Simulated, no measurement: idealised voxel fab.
process module | voxel wiring stack
cross-section cut | 185 nm wide | cells 5 nm
A cross-section is a grid of square cells, given in bands from the top down. A band is one or more rows of cells.
Each band's line starts with the height of the band's top and of its bottom, in nm. Then come its materials from left to right, each with its width in nm. One material with "throughout" fills the band from edge to edge. "air" is empty space.
Height 0 is the level under which the wafer as received is all one material. The lowest band goes on downwards, as in "0 down".
A width such as "30 to 40" changes by the same amount from each row of cells to the next, from the band's top row to its bottom row.
"no change" after a step means that no cell of the cross-section changed.
closed voids: empty space of 8 cells or more with no open way to the top, each as width x height at its distance from the left edge, in nm
after a step's settings: what the simulator itself notes on the step
overlay nm, on a step with a mask: how far to the right of its planned place the mask lay; to the left if negative
plan
1 op RECEIVE | material Si
2 op CONFORMAL_DEP | material SiO2 | thk nm 10
3 op CONFORMAL_DEP | material SiCN | thk nm 5
4 op DIRECTIONAL_DEP | material SiO2 | thk nm 20
5 op PATTERN | tone open | mask id METAL_1 | material resist | width nm 25 | pitch nm 40 | thk nm 15 | overlay nm 0
6 op DIRECTIONAL_ETCH | etch materials SiO2 | depth nm 20
7 op DIRECTIONAL_ETCH | etch materials SiCN | depth nm 5
8 op STRIP | etch materials resist
9 op CONFORMAL_DEP | material TiN | thk nm 5
10 op FILL_DEP | material Cu | thk nm 5
11 op CMP | height nm 35
12 op CONFORMAL_DEP | material SiCN | thk nm 5
13 op DIRECTIONAL_DEP | material SiO2 | thk nm 30
14 op MASKED_ETCH | tone open | mask id METAL_2_HOLES | width nm 15 | pitch nm 80 | etch materials SiO2 | depth nm 30 | overlay nm 0
15 op MASKED_ETCH | tone open | mask id METAL_2 | width nm 25 | pitch nm 40 | etch materials SiO2 | depth nm 20 | overlay nm 0
16 op MASKED_ETCH | tone open | mask id METAL_2 | width nm 25 | pitch nm 40 | etch materials SiCN | depth nm 5 | overlay nm 0
17 op CONFORMAL_DEP | material TiN | thk nm 5
18 op FILL_DEP | material Cu | thk nm 10
19 op CMP | height nm 70
20 op CONFORMAL_DEP | material SiN | thk nm 5
as received, after step 1
  0 down: Si throughout
  closed voids: none
a wafer at the end: this start, this plan, one mistake
  70 to 65: SiN throughout
  65 to 55: SiO2 20 | TiN 5 | Cu 15 | TiN 5 | SiO2 15 | TiN 5 | Cu 15 | TiN 5 | SiO2 15 | TiN 5 | Cu 15 | TiN 5 | SiO2 15 | TiN 5 | Cu 15 | TiN 5 | SiO2 20
  55 to 50: SiO2 20 | TiN 5 | Cu 5 | TiN 15 | SiO2 15 | TiN 25 | SiO2 15 | TiN 5 | Cu 5 | TiN 15 | SiO2 15 | TiN 25 | SiO2 20
  50 to 40: SiO2 20 | TiN 5 | Cu 5 | TiN 5 | SiO2 65 | TiN 5 | Cu 5 | TiN 5 | SiO2 70
  40 to 35: SiCN 20 | TiN 15 | SiCN 65 | TiN 15 | SiCN 70
  35 to 15: SiO2 20 | TiN 5 | Cu 15 | TiN 5 | SiO2 15 | TiN 5 | Cu 15 | TiN 5 | SiO2 15 | TiN 5 | Cu 15 | TiN 5 | SiO2 15 | TiN 5 | Cu 15 | TiN 5 | SiO2 20
  15 to 10: SiCN 20 | TiN 25 | SiCN 15 | TiN 25 | SiCN 15 | TiN 25 | SiCN 15 | TiN 25 | SiCN 20
  10 to 0: SiO2 throughout
  0 down: Si throughout
  closed voids: none
what went wrong: step 19 ran as: op CMP | height nm 65
